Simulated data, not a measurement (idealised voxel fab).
Documented hereafter: the process module known as voxel capacitor over wiring.
The cross-section on display is named cut; it measures 295 nm wide, and its cells are 5 nm squares.
Format of a cross-section: grid, square cells. Given as bands. Order: top down. Band: one or more rows of cells.
The entry gives the band's vertical extent as a top height and a bottom height in nm, then its horizontal make-up as materials from left to right, each with a width in nm. "blank" stands for empty space; a single material marked "all across" fills the band edge to edge.
Height 0 is the level under which the wafer as received is all one material. The lowest band goes on downwards, as in "z 0 and below".
Width "30->40": first value at the band's top row of cells, second value at its bottom row, equal change from row to row.
It should be understood that the words "left unchanged", when stated for a given step, signify that the cross-section underwent no change in any of its cells during that step.
Entry "Cavities, closed". Content: empty spaces with no open connection to the top, size 8 cells or greater. Each: width x height at distance. Distance: from left edge. Unit: nm.
Note: text after step settings on the step line = simulator remark on that step.
For masked steps, "overlay nm" on the step line gives how far right of plan the mask actually lay; a minus sign means it lay to the left.

-- So here's the lineup of process steps we planned
1. RECEIVE [material Si]
2. CONFORMAL_DEP [material SiO2] [thk nm 15]
3. CONFORMAL_DEP [material SiCN] [thk nm 5]
4. DIRECTIONAL_DEP [material lowk] [thk nm 15]
5. DIRECTIONAL_DEP [material aC] [thk nm 10]
6. PATTERN [tone open] [mask id METAL_1] [material resist] [width nm 20] [pitch nm 85] [thk nm 30] [overlay nm 0]
7. DIRECTIONAL_ETCH [etch materials aC] [depth nm 10]
8. STRIP [etch materials resist]
9. DIRECTIONAL_ETCH [etch materials lowk] [depth nm 15]
10. DIRECTIONAL_ETCH [etch materials SiCN] [depth nm 5]
11. STRIP [etch materials aC]
12. CONFORMAL_DEP [material TiN] [thk nm 5]
13. FILL_DEP [material Cu] [thk nm 10]
14. CMP [height nm 35]
15. CONFORMAL_DEP [material SiCN] [thk nm 5]
16. DIRECTIONAL_DEP [material SiO2] [thk nm 20]
17. PATTERN [tone open] [mask id PLUG_1] [material resist] [width nm 15] [thk nm 20] [overlay nm 0]
18. DIRECTIONAL_ETCH [etch materials SiO2] [depth nm 20]
19. DIRECTIONAL_ETCH [etch materials SiCN] [depth nm 5]
20. STRIP [etch materials resist]
21. EPI [material Ru] [thk nm 10]
22. EPI [material Ru] [thk nm 10]
23. EPI [material Ru] [thk nm 5]
24. DIRECTIONAL_DEP [material TiN] [thk nm 5]
25. DIRECTIONAL_DEP [material HfO2] [thk nm 5]
26. DIRECTIONAL_DEP [material TiN] [thk nm 5]
27. DIRECTIONAL_DEP [material aC] [thk nm 15]
28. PATTERN [tone cover] [mask id UPPER_PLATE] [material resist] [width nm 70] [thk nm 35] [overlay nm 0]
29. DIRECTIONAL_ETCH [etch materials aC] [depth nm 15]
30. STRIP [etch materials resist]
31. DIRECTIONAL_ETCH [etch materials TiN] [depth nm 5]
32. DIRECTIONAL_ETCH [etch materials HfO2] [depth nm 5]
33. STRIP [etch materials aC]
34. DIRECTIONAL_DEP [material aC] [thk nm 15]
35. PATTERN [tone cover] [mask id LOWER_PLATE] [material resist] [width nm 80] [thk nm 35] [overlay nm 0]
36. DIRECTIONAL_ETCH [etch materials aC] [depth nm 15]
37. STRIP [etch materials resist]
38. DIRECTIONAL_ETCH [etch materials TiN] [depth nm 5]
39. STRIP [etch materials aC]
40. FILL_DEP [material SiO2] [thk nm 20]
41. CMP [height nm 90]
42. DIRECTIONAL_DEP [material aC] [thk nm 15]
43. PATTERN [tone open] [mask id PLUG_2] [material resist] [width nm 15] [thk nm 35] [overlay nm 0]
44. DIRECTIONAL_ETCH [etch materials aC] [depth nm 15]
45. STRIP [etch materials resist]
46. DIRECTIONAL_ETCH [etch materials SiO2] [depth nm 15]
47. STRIP [etch materials aC]
48. CONFORMAL_DEP [material TiN] [thk nm 5]
49. FILL_DEP [material Cu] [thk nm 10]
50. CMP [height nm 90]
51. CONFORMAL_DEP [material SiCN] [thk nm 5]

-- The following pertains to the first of two wafers, which was processed as planned

-- Here's what the wafer looked like in cross-section when it arrived - that's after step 1
    z 0 and below: Si all across
    Cavities, closed: none

-- Cross-section of the wafer subsequent to step 2
    z 15 to 0: SiO2 all across
    Anything lower than 0 is untouched.

-- Cross-section of the wafer subsequent to step 3
    z 20 to 15: SiCN all across
    Anything lower than 15 is untouched.

-- Cross-section of the wafer subsequent to step 4
    z 35 to 20: lowk all across
    Anything lower than 20 is untouched.

-- Cross-section of the wafer subsequent to step 5
    z 45 to 35: aC all across
    Anything lower than 35 is untouched.

-- Cross-section of the wafer subsequent to step 6
    z 75 to 45: resist: 95 / blank: 20 / resist: 65 / blank: 20 / resist: 95
    Anything lower than 45 is untouched.

-- Cross-section of the wafer subsequent to step 7
    z 65 to 45: resist: 95 / blank: 20 / resist: 65 / blank: 20 / resist: 95
    z 45 to 35: aC: 95 / blank: 20 / aC: 65 / blank: 20 / aC: 95
    Anything lower than 35 is untouched.

-- Cross-section of the wafer subsequent to step 8
    z 45 to 35: aC: 95 / blank: 20 / aC: 65 / blank: 20 / aC: 95
    Anything lower than 35 is untouched.

-- Cross-section of the wafer subsequent to step 9
    z 45 to 35: aC: 95 / blank: 20 / aC: 65 / blank: 20 / aC: 95
    z 35 to 20: lowk: 95 / blank: 20 / lowk: 65 / blank: 20 / lowk: 95
    Anything lower than 20 is untouched.

-- Cross-section of the wafer subsequent to step 10
    z 45 to 35: aC: 95 / blank: 20 / aC: 65 / blank: 20 / aC: 95
    z 35 to 20: lowk: 95 / blank: 20 / lowk: 65 / blank: 20 / lowk: 95
    z 20 to 15: SiCN: 95 / blank: 20 / SiCN: 65 / blank: 20 / SiCN: 95
    Anything lower than 15 is untouched.

-- Cross-section of the wafer subsequent to step 11
    z 35 to 20: lowk: 95 / blank: 20 / lowk: 65 / blank: 20 / lowk: 95
    Anything lower than 20 is untouched.

-- Cross-section of the wafer subsequent to step 12
    z 40 to 35: TiN: 100 / blank: 10 / TiN: 75 / blank: 10 / TiN: 100
    z 35 to 20: lowk: 95 / TiN: 5 / blank: 10 / TiN: 5 / lowk: 65 / TiN: 5 / blank: 10 / TiN: 5 / lowk: 95
    z 20 to 15: SiCN: 95 / TiN: 20 / SiCN: 65 / TiN: 20 / SiCN: 95
    Anything lower than 15 is untouched.

-- Cross-section of the wafer subsequent to step 13
    z 50 to 40: Cu all across
    z 40 to 35: TiN: 100 / Cu: 10 / TiN: 75 / Cu: 10 / TiN: 100
    z 35 to 20: lowk: 95 / TiN: 5 / Cu: 10 / TiN: 5 / lowk: 65 / TiN: 5 / Cu: 10 / TiN: 5 / lowk: 95
    Anything lower than 20 is untouched.

-- Cross-section of the wafer subsequent to step 14
    z 35 to 20: lowk: 95 / TiN: 5 / Cu: 10 / TiN: 5 / lowk: 65 / TiN: 5 / Cu: 10 / TiN: 5 / lowk: 95
    Anything lower than 20 is untouched.

-- Cross-section of the wafer subsequent to step 15
    z 40 to 35: SiCN all across
    Anything lower than 35 is untouched.

-- Cross-section of the wafer subsequent to step 16
    z 60 to 40: SiO2 all across
    Anything lower than 40 is untouched.

-- Cross-section of the wafer subsequent to step 17
    z 80 to 60: resist: 100 / blank: 15 / resist: 180
    Anything lower than 60 is untouched.

-- Cross-section of the wafer subsequent to step 18
    z 80 to 60: resist: 100 / blank: 15 / resist: 180
    z 60 to 40: SiO2: 100 / blank: 15 / SiO2: 180
    Anything lower than 40 is untouched.

-- Cross-section of the wafer subsequent to step 19
    z 80 to 60: resist: 100 / blank: 15 / resist: 180
    z 60 to 40: SiO2: 100 / blank: 15 / SiO2: 180
    z 40 to 35: SiCN: 100 / blank: 15 / SiCN: 180
    Anything lower than 35 is untouched.

-- Cross-section of the wafer subsequent to step 20
    z 60 to 40: SiO2: 100 / blank: 15 / SiO2: 180
    Anything lower than 40 is untouched.

-- Cross-section of the wafer subsequent to step 21
    z 60 to 45: SiO2: 100 / blank: 15 / SiO2: 180
    z 45 to 40: SiO2: 100 / Ru: 15 / SiO2: 180
    z 40 to 35: SiCN: 100 / Ru: 15 / SiCN: 180
    Anything lower than 35 is untouched.

-- Cross-section of the wafer subsequent to step 22
    z 60 to 55: SiO2: 100 / blank: 15 / SiO2: 180
    z 55 to 40: SiO2: 100 / Ru: 15 / SiO2: 180
    Anything lower than 40 is untouched.

-- Cross-section of the wafer subsequent to step 23
    z 60 to 40: SiO2: 100 / Ru: 15 / SiO2: 180
    Anything lower than 40 is untouched.

-- Cross-section of the wafer subsequent to step 24
    z 65 to 60: TiN all across
    Anything lower than 60 is untouched.

-- Cross-section of the wafer subsequent to step 25
    z 70 to 65: HfO2 all across
    Anything lower than 65 is untouched.

-- Cross-section of the wafer subsequent to step 26
    z 75 to 70: TiN all across
    Anything lower than 70 is untouched.

-- Cross-section of the wafer subsequent to step 27
    z 90 to 75: aC all across
    Anything lower than 75 is untouched.

-- Cross-section of the wafer subsequent to step 28
    z 125 to 90: blank: 100 / resist: 70 / blank: 125
    Anything lower than 90 is untouched.

-- Cross-section of the wafer subsequent to step 29
    z 110 to 90: blank: 100 / resist: 70 / blank: 125
    z 90 to 75: blank: 100 / aC: 70 / blank: 125
    Anything lower than 75 is untouched.

-- Cross-section of the wafer subsequent to step 30
    z 90 to 75: blank: 100 / aC: 70 / blank: 125
    Anything lower than 75 is untouched.

-- Cross-section of the wafer subsequent to step 31
    z 90 to 75: blank: 100 / aC: 70 / blank: 125
    z 75 to 70: blank: 100 / TiN: 70 / blank: 125
    Anything lower than 70 is untouched.

-- Cross-section of the wafer subsequent to step 32
    z 90 to 75: blank: 100 / aC: 70 / blank: 125
    z 75 to 70: blank: 100 / TiN: 70 / blank: 125
    z 70 to 65: blank: 100 / HfO2: 70 / blank: 125
    Anything lower than 65 is untouched.

-- Cross-section of the wafer subsequent to step 33
    z 75 to 70: blank: 100 / TiN: 70 / blank: 125
    Anything lower than 70 is untouched.

-- Cross-section of the wafer subsequent to step 34
    z 90 to 80: blank: 100 / aC: 70 / blank: 125
    z 80 to 75: aC all across
    z 75 to 70: aC: 100 / TiN: 70 / aC: 125
    z 70 to 65: aC: 100 / HfO2: 70 / aC: 125
    Anything lower than 65 is untouched.

-- Cross-section of the wafer subsequent to step 35
    z 125 to 90: blank: 95 / resist: 80 / blank: 120
    z 90 to 80: blank: 95 / resist: 5 / aC: 70 / resist: 5 / blank: 120
    Anything lower than 80 is untouched.

-- Cross-section of the wafer subsequent to step 36
    z 110 to 90: blank: 95 / resist: 80 / blank: 120
    z 90 to 80: blank: 95 / resist: 5 / aC: 70 / resist: 5 / blank: 120
    z 80 to 75: blank: 95 / aC: 80 / blank: 120
    z 75 to 70: blank: 95 / aC: 5 / TiN: 70 / aC: 5 / blank: 120
    z 70 to 65: blank: 95 / aC: 5 / HfO2: 70 / aC: 5 / blank: 120
    Anything lower than 65 is untouched.

-- Cross-section of the wafer subsequent to step 37
    z 90 to 80: blank: 100 / aC: 70 / blank: 125
    Anything lower than 80 is untouched.

-- Cross-section of the wafer subsequent to step 38
    z 90 to 80: blank: 100 / aC: 70 / blank: 125
    z 80 to 75: blank: 95 / aC: 80 / blank: 120
    z 75 to 70: blank: 95 / aC: 5 / TiN: 70 / aC: 5 / blank: 120
    z 70 to 65: blank: 95 / aC: 5 / HfO2: 70 / aC: 5 / blank: 120
    z 65 to 60: blank: 95 / TiN: 80 / blank: 120
    Anything lower than 60 is untouched.

-- Cross-section of the wafer subsequent to step 39
    z 75 to 70: blank: 100 / TiN: 70 / blank: 125
    z 70 to 65: blank: 100 / HfO2: 70 / blank: 125
    Anything lower than 65 is untouched.

-- Cross-section of the wafer subsequent to step 40
    z 95 to 75: SiO2 all across
    z 75 to 70: SiO2: 100 / TiN: 70 / SiO2: 125
    z 70 to 65: SiO2: 100 / HfO2: 70 / SiO2: 125
    z 65 to 60: SiO2: 95 / TiN: 80 / SiO2: 120
    Anything lower than 60 is untouched.

-- Cross-section of the wafer subsequent to step 41
    z 90 to 75: SiO2 all across
    Anything lower than 75 is untouched.

-- Cross-section of the wafer subsequent to step 42
    z 105 to 90: aC all across
    Anything lower than 90 is untouched.

-- Cross-section of the wafer subsequent to step 43
    z 140 to 105: resist: 110 / blank: 15 / resist: 170
    Anything lower than 105 is untouched.

-- Cross-section of the wafer subsequent to step 44
    z 125 to 105: resist: 110 / blank: 15 / resist: 170
    z 105 to 90: aC: 110 / blank: 15 / aC: 170
    Anything lower than 90 is untouched.

-- Cross-section of the wafer subsequent to step 45
    z 105 to 90: aC: 110 / blank: 15 / aC: 170
    Anything lower than 90 is untouched.

-- Cross-section of the wafer subsequent to step 46
    z 105 to 90: aC: 110 / blank: 15 / aC: 170
    z 90 to 75: SiO2: 110 / blank: 15 / SiO2: 170
    Anything lower than 75 is untouched.

-- Cross-section of the wafer subsequent to step 47
    z 90 to 75: SiO2: 110 / blank: 15 / SiO2: 170
    Anything lower than 75 is untouched.

-- Cross-section of the wafer subsequent to step 48
    z 95 to 90: TiN: 115 / blank: 5 / TiN: 175
    z 90 to 80: SiO2: 110 / TiN: 5 / blank: 5 / TiN: 5 / SiO2: 170
    z 80 to 70: SiO2: 110->100 / TiN: 15->70 / SiO2: 170->125
    Anything lower than 70 is untouched.

-- Cross-section of the wafer subsequent to step 49
    z 105 to 95: Cu all across
    z 95 to 90: TiN: 115 / Cu: 5 / TiN: 175
    z 90 to 80: SiO2: 110 / TiN: 5 / Cu: 5 / TiN: 5 / SiO2: 170
    Anything lower than 80 is untouched.

-- Cross-section of the wafer subsequent to step 50
    z 90 to 80: SiO2: 110 / TiN: 5 / Cu: 5 / TiN: 5 / SiO2: 170
    Anything lower than 80 is untouched.

-- Cross-section of the wafer subsequent to step 51
    z 95 to 90: SiCN all across
    Anything lower than 90 is untouched.

-- Companion wafer, the second of two: same beginning, same intended sequence, one mistake in carrying it out; through step 50 inclusive it tracks the first exactly

-- Second wafer: cross-section at the scheduled end of step 51
    z 105 to 90: SiCN all across
    Anything lower than 90 is untouched.
Here's what went sideways: step 51 deviated from plan and actually ran as CONFORMAL_DEP [material SiCN] [thk nm 15]
Heads up, by the end the second wafer has more or fewer cells of some materials compared to the first: SiCN +118
